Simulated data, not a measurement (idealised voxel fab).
A process module follows: voxel self aligned vias.
The cross-section shown here is cut; it is 295 nm wide and divided into square cells measuring 5 nm on a side.
This document writes a cross-section as a grid whose cells are square, and gives it as bands, listed from the top down; one or more rows of cells form a band.
Heights first: top, then bottom, in nm. Then materials, left to right, each with a width in nm. "throughout" on a single material: fills the band edge to edge. "empty": empty space.
Height reference: 0 = level under which incoming wafer is all one material. Lowest band: no bottom, runs on downward, e.g. "0..down".
With a width like "30..40", each row of cells in the band differs from the next by the same amount, the top row carrying the first number and the bottom row the second.
Reading "no modification" for a step: not a cell of the cross-section changed in it.
So "Unvented internal voids" is basically the list of trapped voids: any empty space of 8 cells or more that can't reach the top through an opening. They're written width x height at distance, the distance being from the left edge, and it's all nm.
If you see something after the settings on a step's line, that's the simulator's own remark about that step.
"overlay nm" denotes, for a step that has a mask, the displacement of the mask to the right of its planned place, with negative values corresponding to the left.
## Planned step list for the process
1. op RECEIVE | material Si
2. op CONFORMAL_DEP | material SiO2 | thk nm 10
3. op CONFORMAL_DEP | material SiCN | thk nm 5
4. op DIRECTIONAL_DEP | material SiO2 | thk nm 25
5. op MASKED_ETCH | tone open | mask id LINES | width nm 20 | pitch nm 55 | etch materials SiO2 | depth nm 25 | overlay nm 0
6. op CONFORMAL_DEP | material TiN | thk nm 5
7. op FILL_DEP | material W | thk nm 10
8. op CMP | height nm 40
9. op SELECTIVE_ETCH | etch materials W Ru TiN | depth nm 10
10. op FILL_DEP | material SiN | thk nm 10
11. op CMP | height nm 40
12. op DIRECTIONAL_DEP | material SiO2 | thk nm 20
13. op MASKED_ETCH | tone open | mask id VIAS | width nm 40 | pitch nm 55 | etch materials SiO2 | depth nm 20 | overlay nm 0
14. op MASKED_ETCH | tone open | mask id VIAS | width nm 40 | pitch nm 55 | etch materials SiN | depth nm 10 | overlay nm 0
15. op CONFORMAL_DEP | material TiN | thk nm 5
16. op FILL_DEP | material Cu | thk nm 10
17. op CMP | height nm 60
18. op CONFORMAL_DEP | material SiCN | thk nm 5
## As received (post step 1): cross-section
    0..down | Si throughout
    Unvented internal voids: none
## First of two wafers, end-of-module section, run followed plan
    65..60 | SiCN throughout
    60..45 | SiO2=70 | TiN=5 | Cu=30 | TiN=5 | SiO2=15 | TiN=5 | Cu=30 | TiN=5 | SiO2=15 | TiN=5 | Cu=30 | TiN=5 | SiO2=75
    45..35 | SiO2=70..80 | TiN=15..5 | Cu=10 | TiN=15..5 | SiO2=15..35 | TiN=15..5 | Cu=10 | TiN=15..5 | SiO2=15..35 | TiN=15..5 | Cu=10 | TiN=15..5 | SiO2=75..85
    35..30 | SiO2=80 | TiN=20 | SiO2=35 | TiN=20 | SiO2=35 | TiN=20 | SiO2=85
    30..20 | SiO2=80 | TiN=5 | W=10 | TiN=5 | SiO2=35 | TiN=5 | W=10 | TiN=5 | SiO2=35 | TiN=5 | W=10 | TiN=5 | SiO2=85
    20..15 | SiO2=80 | TiN=20 | SiO2=35 | TiN=20 | SiO2=35 | TiN=20 | SiO2=85
    15..10 | SiCN throughout
    10..0 | SiO2 throughout
    0..down | Si throughout
    Unvented internal voids: none
## End-of-module cross-section of the second wafer: identical starting point and process plan to the first, with one processing mistake
    65..60 | SiCN throughout
    60..35 | SiO2=70 | TiN=5 | Cu=30 | TiN=5 | SiO2=15 | TiN=5 | Cu=30 | TiN=5 | SiO2=15 | TiN=5 | Cu=30 | TiN=5 | SiO2=75
    35..30 | SiO2=70 | TiN=40 | SiO2=15 | TiN=40 | SiO2=15 | TiN=40 | SiO2=75
    30..20 | SiO2=70 | TiN=15 | W=10 | TiN=15 | SiO2=15 | TiN=15 | W=10 | TiN=15 | SiO2=15 | TiN=15 | W=10 | TiN=15 | SiO2=75
    20..15 | SiO2=80 | TiN=20 | SiO2=35 | TiN=20 | SiO2=35 | TiN=20 | SiO2=85
    15..10 | SiCN throughout
    10..0 | SiO2 throughout
    0..down | Si throughout
    Unvented internal voids: none
What was the processing mistake? step 13 of the plan was executed twice over
Looking at both finished wafers in cells, the second ends up ahead of or behind the first on some materials: +24 Cu, -48 SiO2, +24 TiN
